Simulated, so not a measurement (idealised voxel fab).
process module | voxel self aligned contacts
Each square cell in cross-section cut measures 5 nm, and the section as a whole is 225 nm wide.
In this document a cross-section is written as a grid of square cells. It is given as a series of bands, listed from the top down, and a band is one or more rows of cells. Top height, bottom height, nm. Materials left to right, width each, nm. Single material + "throughout" = fills band edge to edge. "blank" = empty. A quick word on heights: they are counted from 0, and under that level the wafer as it came to us is one material throughout. The lowest band is different from the rest in having no bottom; it simply continues downward, written as in "from 0 down". With a width like "30 to 40", each row of cells in the band differs from the next by the same amount, the top row carrying the first number and the bottom row the second. "no modifications" (step): cross-section cells unchanged, all of them. You'll see "Enclosed internal cavities" listing empty spaces that have no way open to the top, as long as they're 8 cells or more; the notation is width x height at distance, where the distance is from the left edge, and all of it is in nm. If you see something after the settings on a step's line, that's the simulator's own remark about that step. Steps that use a mask can have "overlay nm" on their line. It says how far the mask sat to the right of where it was meant to be. Negative means to the left.
The planned process steps are enumerated hereunder
1,RECEIVE,material Si
2,CONFORMAL_DEP,material SiO2,thk nm 5
3,DIRECTIONAL_DEP,material polySi,thk nm 30
4,DIRECTIONAL_DEP,material SiN,thk nm 15
5,DIRECTIONAL_DEP,material aC,thk nm 15
6,PATTERN,tone cover,mask id GATE,material resist,width nm 30,pitch nm 65,thk nm 35,overlay nm 0
7,DIRECTIONAL_ETCH,etch materials aC,depth nm 15
8,STRIP,etch materials resist
9,DIRECTIONAL_ETCH,etch materials SiN,depth nm 15
10,DIRECTIONAL_ETCH,etch materials polySi,depth nm 30
11,STRIP,etch materials aC
12,CONFORMAL_DEP,material SiN,thk nm 5
13,DIRECTIONAL_ETCH,etch materials SiN,depth nm 5
14,FILL_DEP,material SiO2,thk nm 15
15,CMP,height nm 55
16,MASKED_ETCH,tone open,mask id CONTACT,width nm 45,etch materials SiO2,depth nm 55,overlay nm 0
17,CONFORMAL_DEP,material TiN,thk nm 5
18,FILL_DEP,material W,thk nm 5
19,CMP,height nm 55
20,CONFORMAL_DEP,material SiN,thk nm 5
So this is the incoming wafer in cross-section - it's already been through step 1
	from 0 down = Si throughout
	Enclosed internal cavities: none
A wafer at the end: this start, this plan, one mistake
	from 60 to 55 = SiN throughout
	from 55 to 40 = SiO2 60 nm, SiN 5 nm, polySi 30 nm, SiN 5 nm, TiN 5 nm, W 15 nm, TiN 5 nm, SiN 5 nm, polySi 30 nm, SiN 5 nm, SiO2 60 nm
	from 40 to 35 = SiO2 60 nm, SiN 5 nm, polySi 30 nm, SiN 5 nm, TiN 25 nm, SiN 5 nm, polySi 30 nm, SiN 5 nm, SiO2 60 nm
	from 35 to 5 = polySi throughout
	from 5 to 0 = SiO2 throughout
	from 0 down = Si throughout
	Enclosed internal cavities: none
What was the processing mistake? step 3 of the plan was twice carried out
